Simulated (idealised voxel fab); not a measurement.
process module | voxel trench capacitor
cross-section cut | 255 nm wide | cells 5 nm
A cross-section is a grid of square cells, given in bands from the top down. A band is one or more rows of cells.
Each band's line starts with the height of the band's top and of its bottom, in nm. Then come its materials from left to right, each with its width in nm. One material with "throughout" fills the band from edge to edge. "air" is empty space.
Height 0 is the level under which the wafer as received is all one material. The lowest band goes on downwards, as in "0 down".
A width such as "30 to 40" changes by the same amount from each row of cells to the next, from the band's top row to its bottom row.
"no change" after a step means that no cell of the cross-section changed.
closed voids: empty space of 8 cells or more with no open way to the top, each as width x height at its distance from the left edge, in nm
after a step's settings: what the simulator itself notes on the step
overlay nm, on a step with a mask: how far to the right of its planned place the mask lay; to the left if negative
plan
1 op RECEIVE | material Si
2 op CONFORMAL_DEP | material SiN | thk nm 5
3 op DIRECTIONAL_DEP | material aC | thk nm 15
4 op PATTERN | tone open | mask id TRENCH | material resist | width nm 20 | pitch nm 45 | thk nm 30 | overlay nm 0
5 op DIRECTIONAL_ETCH | etch materials aC | depth nm 15
6 op STRIP | etch materials resist
7 op DIRECTIONAL_ETCH | etch materials SiN | depth nm 5
8 op DIRECTIONAL_ETCH | etch materials Si | depth nm 30
9 op STRIP | etch materials aC
10 op CONFORMAL_DEP | material Al2O3 | thk nm 5
11 op FILL_DEP | material polySi | thk nm 5
12 op CMP | height nm 5
as received, after step 1
  0 down: Si throughout
  closed voids: none
first wafer at the end, as planned
  5 to 0: SiN 95 | Al2O3 5 | polySi 10 | Al2O3 5 | SiN 25 | Al2O3 5 | polySi 10 | Al2O3 5 | SiN 95
  0 to -25: Si 95 | Al2O3 5 | polySi 10 | Al2O3 5 | Si 25 | Al2O3 5 | polySi 10 | Al2O3 5 | Si 95
  -25 to -30: Si 95 | Al2O3 20 | Si 25 | Al2O3 20 | Si 95
  -30 down: Si throughout
  closed voids: none
second wafer at the end: like start, like plan, one mistake
  5 to 0: SiN 100 | Al2O3 5 | polySi 5 | Al2O3 5 | SiN 30 | Al2O3 5 | polySi 5 | Al2O3 5 | SiN 95
  0 to -25: Si 100 | Al2O3 5 | polySi 5 | Al2O3 5 | Si 30 | Al2O3 5 | polySi 5 | Al2O3 5 | Si 95
  -25 to -30: Si 100 | Al2O3 15 | Si 30 | Al2O3 15 | Si 95
  -30 down: Si throughout
  closed voids: none
what went wrong: step 4 ran as: op PATTERN | tone open | mask id TRENCH | material resist | width nm 15 | pitch nm 45 | thk nm 30 | overlay nm 0
at the end the second wafer has, in cells: 2 fewer of Al2O3 | 12 more of Si | 2 more of SiN | 12 fewer of polySi
